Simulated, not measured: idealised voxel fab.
Process module in this document: voxel transistor to metal
For reference, the cross-section in this document is cut, with width 165 nm and square cells of 5 nm.
Cross-section, as written here: a square-cell grid given band by band from the top down, where a band holds one or more rows of cells.
Top height, bottom height, nm. Materials left to right, width each, nm. Single material + "edge to edge" = fills band edge to edge. "blank" = empty.
Counting heights begins at 0, where everything beneath is, in the wafer as received, one material. The lowest band has no bottom; it goes on downwards, as "top 0, no bottom" shows.
Top row gets the first number, bottom row gets the second, and each row in between changes by the same step: that is how a band width like "30..40" works.
No cell of the cross-section changed in a step that is given as "everything unchanged".
In the "Trapped voids" entry, you get each enclosed empty space of 8 cells or more, one with no open way to the top, written width x height at distance, distance from the left edge, in nm.
That trailing text on a step's line, after the settings, is the simulator's own remark on the step.
Steps that use a mask can have "overlay nm" on their line. It says how far the mask sat to the right of where it was meant to be. Negative means to the left.
These are the steps we planned for the process:
| 1 | RECEIVE with material Si |
| 2 | OXIDIZE with depth nm 5 |
| 3 | CONFORMAL_DEP with material SiN, thk nm 5 |
| 4 | MASKED_ETCH with tone cover, mask id ACTIVE, width nm 110, etch materials SiN, depth nm 10, overlay nm 0 |
| 5 | MASKED_ETCH with tone cover, mask id ACTIVE, width nm 110, etch materials SiO2, depth nm 5, overlay nm 0 |
| 6 | MASKED_ETCH with tone cover, mask id ACTIVE, width nm 110, etch materials Si, depth nm 25, overlay nm 0 |
| 7 | OXIDIZE with depth nm 5 |
| 8 | FILL_DEP with material SiO2, thk nm 15 |
| 9 | CMP with height nm 10 |
| 10 | SELECTIVE_ETCH with etch materials SiO2, depth nm 5 |
| 11 | STRIP with etch materials SiN |
| 12 | SELECTIVE_ETCH with etch materials SiO2, depth nm 5 |
| 13 | OXIDIZE with depth nm 5 |
| 14 | DIRECTIONAL_DEP with material polySi, thk nm 30 |
| 15 | DIRECTIONAL_DEP with material SiCN, thk nm 15 |
| 16 | PATTERN with tone cover, mask id GATE, material resist, width nm 30, thk nm 15, overlay nm 0 |
| 17 | DIRECTIONAL_ETCH with etch materials SiCN, depth nm 25 |
| 18 | DIRECTIONAL_ETCH with etch materials polySi, depth nm 40 |
| 19 | STRIP with etch materials resist |
| 20 | CONFORMAL_DEP with material SiO2, thk nm 5 |
| 21 | DIRECTIONAL_ETCH with etch materials SiO2, depth nm 5 |
| 22 | CONFORMAL_DEP with material SiN, thk nm 10 |
| 23 | DIRECTIONAL_ETCH with etch materials SiN, depth nm 10 |
| 24 | DIRECTIONAL_ETCH with etch materials SiO2, depth nm 5 |
| 25 | DIRECTIONAL_ETCH with etch materials Si, depth nm 5 |
| 26 | EPI with material pSi, thk nm 10 |
| 27 | FILL_DEP with material SiO2, thk nm 10 |
| 28 | CMP with height nm 25 |
| 29 | STRIP with etch materials polySi |
| 30 | SELECTIVE_ETCH with etch materials SiO2, depth nm 5 |
| 31 | CONFORMAL_DEP with material HfO2, thk nm 5 |
| 32 | CONFORMAL_DEP with material TiN, thk nm 5 |
| 33 | FILL_DEP with material W, thk nm 5 |
| 34 | CMP with height nm 20 |
| 35 | DIRECTIONAL_DEP with material SiO2, thk nm 10 |
| 36 | PATTERN with tone open, mask id CONTACT, material resist, width nm 15, pitch nm 75, thk nm 20, overlay nm 0 |
| 37 | DIRECTIONAL_ETCH with etch materials SiO2, depth nm 30 |
| 38 | STRIP with etch materials resist |
| 39 | CONFORMAL_DEP with material TiN, thk nm 5 |
| 40 | FILL_DEP with material Ru, thk nm 10 |
| 41 | CMP with height nm 30 |
| 42 | DIRECTIONAL_DEP with material TiN, thk nm 5 |
| 43 | DIRECTIONAL_DEP with material W, thk nm 15 |
| 44 | PATTERN with tone cover, mask id METAL_1, material resist, width nm 15, pitch nm 75, thk nm 20, overlay nm 0 |
| 45 | DIRECTIONAL_ETCH with etch materials W, depth nm 15 |
| 46 | DIRECTIONAL_ETCH with etch materials TiN, depth nm 5 |
| 47 | STRIP with etch materials resist |
| 48 | FILL_DEP with material lowk, thk nm 5 |
| 49 | CMP with height nm 50 |
| 50 | CONFORMAL_DEP with material SiCN, thk nm 5 |
The value of thk nm given for step 3 in the plan refers to the first wafer; the wafers vary in this setting and are alike at the start.
As received, i.e. after step 1: cross-section through the first of several wafers:
	top 0, no bottom | Si edge to edge
	Trapped voids: none
The following table contains a row per wafer, in which are reported, at the conclusion of the module, the cells of each material gained (+) or lost (-) since the wafer's receipt, with its closed voids given thereafter:
thk nm 5 | +18 HfO2 | +10 Ru | -137 Si | +33 SiCN | +24 SiN | +209 SiO2 | +46 TiN | +34 W | +108 lowk | +18 pSi | Trapped voids: none
thk nm 10 | +18 HfO2 | +10 Ru | -137 Si | +33 SiCN | +24 SiN | +209 SiO2 | +46 TiN | +34 W | +108 lowk | +18 pSi | Trapped voids: none
thk nm 15 | +18 HfO2 | +10 Ru | -87 Si | +33 SiCN | +20 SiN | +135 SiO2 | +46 TiN | +34 W | +108 lowk | +46 pSi | Trapped voids: none
thk nm 20 | +18 HfO2 | +10 Ru | -87 Si | +33 SiCN | +20 SiN | +135 SiO2 | +46 TiN | +34 W | +108 lowk | +46 pSi | Trapped voids: none
thk nm 25 | +18 HfO2 | +10 Ru | -87 Si | +33 SiCN | +20 SiN | +135 SiO2 | +46 TiN | +34 W | +108 lowk | +46 pSi | Trapped voids: none
